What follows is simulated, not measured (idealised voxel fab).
Herein follows the process module entitled voxel gate over fins.
Shown is cross-section cut, with a width of 265 nm and square cells of size 5 nm.
We lay out every cross-section as a grid of square cells and spell it out in bands from the top down, where one band means one or more rows of cells.
Each band's line starts with the height of the band's top and of its bottom, in nm. Then come its materials from left to right, each with its width in nm. One material with "everywhere" fills the band from edge to edge. "empty" is empty space.
Height reference: 0 = level under which incoming wafer is all one material. Lowest band: no bottom, runs on downward, e.g. "0 nm and below".
Width spec "30..40" -> top row of cells at first value, bottom row at second value, equal per-row change in between.
Given "remains unaltered" for a step, no cell of the cross-section differs between before and after that step.
Basically, "Closed voids list" tells you about the enclosed voids: empty spaces with no open way to the top, 8 cells or bigger, each written width x height at distance, where distance is from the left edge, all in nm.
Heads up: the bit after the settings on a step's line is the simulator's remark on that step.
What "overlay nm" on a step's line means: if the step has a mask, that mask lay this far to the right of its planned place, or, when the value is negative, to the left.
# Planned process steps
| 1 | RECEIVE | material Si |
| 2 | CONFORMAL_DEP | material SiN | thk nm 10 |
| 3 | MASKED_ETCH | tone cover | mask id FINS | width nm 15 | pitch nm 60 | etch materials SiN | depth nm 10 | overlay nm 0 |
| 4 | MASKED_ETCH | tone cover | mask id FINS | width nm 15 | pitch nm 60 | etch materials Si | depth nm 40 | overlay nm 0 |
| 5 | OXIDIZE | depth nm 5 |
| 6 | FILL_DEP | material SiO2 | thk nm 5 |
| 7 | CMP | height nm 10 |
| 8 | MASKED_ETCH | tone open | mask id RAIL | width nm 15 | etch materials SiO2 | depth nm 45 | overlay nm 0 |
| 9 | CONFORMAL_DEP | material TiN | thk nm 5 |
| 10 | FILL_DEP | material Ru | thk nm 10 |
| 11 | CMP | height nm 10 |
| 12 | SELECTIVE_ETCH | etch materials W Ru TiN | depth nm 30 |
| 13 | FILL_DEP | material SiO2 | thk nm 5 |
| 14 | CMP | height nm 10 |
| 15 | SELECTIVE_ETCH | etch materials SiO2 | depth nm 20 |
| 16 | STRIP | etch materials SiN |
| 17 | CONFORMAL_DEP | material HfO2 | thk nm 5 |
| 18 | CONFORMAL_DEP | material TiN | thk nm 5 |
| 19 | CONFORMAL_DEP | material TiAl | thk nm 5 |
| 20 | CONFORMAL_DEP | material TiN | thk nm 5 |
| 21 | FILL_DEP | material W | thk nm 10 |
| 22 | CMP | height nm 25 |
| 23 | CONFORMAL_DEP | material SiCN | thk nm 10 |
The plan shows the width nm of step 3 as the first wafer had it; this setting differs between the wafers, which start out alike.
# first wafer as received, after step 1
    0 nm and below: Si everywhere
    Closed voids list: none
# Here is how to read the rows: every wafer has a row, and it shows the wafer at the end of the module, giving for each material how many cells were gained (+) or lost (-) since the wafer was received, then listing its closed voids
width nm 15; +69 HfO2; +2 Ru; -441 Si; +106 SiCN; +334 SiO2; +69 TiAl; +145 TiN; +87 W; Closed voids list: none
width nm 20; +69 HfO2; +2 Ru; -405 Si; +106 SiCN; +306 SiO2; +69 TiAl; +145 TiN; +79 W; Closed voids list: none
width nm 25; +69 HfO2; +2 Ru; -369 Si; +106 SiCN; +278 SiO2; +69 TiAl; +145 TiN; +71 W; Closed voids list: none
width nm 30; +69 HfO2; +2 Ru; -333 Si; +106 SiCN; +250 SiO2; +69 TiAl; +145 TiN; +63 W; Closed voids list: none
